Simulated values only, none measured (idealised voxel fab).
This section sets out a process module, namely voxel ribs on slabs.
Xsec cut, 190 nm wide, square cell size 5 nm.
Format of a cross-section: grid, square cells. Given as bands. Order: top down. Band: one or more rows of cells.
It is stipulated that each band's entry specify, in nanometres, the height of the top of the band and then that of its bottom, followed by the materials of the band in left-to-right sequence, each together with its width in nanometres. A single material marked by the word "edge to edge" is understood to fill the band from edge to edge; the word "empty" is understood to denote empty space.
Measure heights from 0. That's the level where, below it, the as-received wafer is all one material. The lowest band is bottomless and extends downward; write it as in "0 down".
Quick explanation for "30->40": the width changes in equal steps down the rows of cells, from the first number in the band's top row to the second number in its bottom row.
The cross-section has no changed cell in any step marked "same as before".
Enclosed voids (no open way to top), threshold 8 cells or more, entry "Sealed internal cavities", notation width x height at distance, distance from left edge, nm.
That trailing text on a step's line, after the settings, is the simulator's own remark on the step.
Steps that use a mask can have "overlay nm" on their line. It says how far the mask sat to the right of where it was meant to be. Negative means to the left.
## Process steps - plan
step 1: RECEIVE,material Si
step 2: DIRECTIONAL_DEP,material SiO2,thk nm 30
step 3: DIRECTIONAL_DEP,material polySi,thk nm 15
step 4: MASKED_ETCH,tone cover,mask id RIB,width nm 25,etch materials polySi,depth nm 10,overlay nm 0
step 5: MASKED_ETCH,tone cover,mask id SLAB,width nm 65,etch materials polySi,depth nm 5,overlay nm 0
step 6: FILL_DEP,material SiO2,thk nm 15
step 7: CMP,height nm 55
step 8: DIRECTIONAL_DEP,material TiN,thk nm 10
step 9: PATTERN,tone cover,mask id HEATER,material resist,width nm 35,thk nm 15,overlay nm 0
step 10: DIRECTIONAL_ETCH,etch materials TiN,depth nm 10
step 11: STRIP,etch materials resist
step 12: CONFORMAL_DEP,material SiN,thk nm 10
## Wafer cross-section on receipt, i.e. after step 1
    0 down: Si edge to edge
    Sealed internal cavities: none
## First of two wafers: cross-section at end of module, run per plan
    75 to 65: empty 65 nm | SiN 55 nm | empty 70 nm
    65 to 55: SiN 75 nm | TiN 35 nm | SiN 80 nm
    55 to 45: SiO2 edge to edge
    45 to 35: SiO2 80 nm | polySi 25 nm | SiO2 85 nm
    35 to 30: SiO2 60 nm | polySi 65 nm | SiO2 65 nm
    30 to 0: SiO2 edge to edge
    0 down: Si edge to edge
    Sealed internal cavities: none
## So this is wafer number two of the two, cut at the end of the module - it started where the first did and had the same plan, we just got one thing wrong running it
    75 to 65: empty 65 nm | SiN 55 nm | empty 70 nm
    65 to 55: SiN 75 nm | TiN 35 nm | SiN 80 nm
    55 to 15: SiO2 edge to edge
    15 to 0: polySi edge to edge
    0 down: Si edge to edge
    Sealed internal cavities: none
what went wrong: transposition of steps 2 and 3 relative to the planned sequence
Cell-count delta at end, second wafer over first, by material: -91 SiO2; +91 polySi
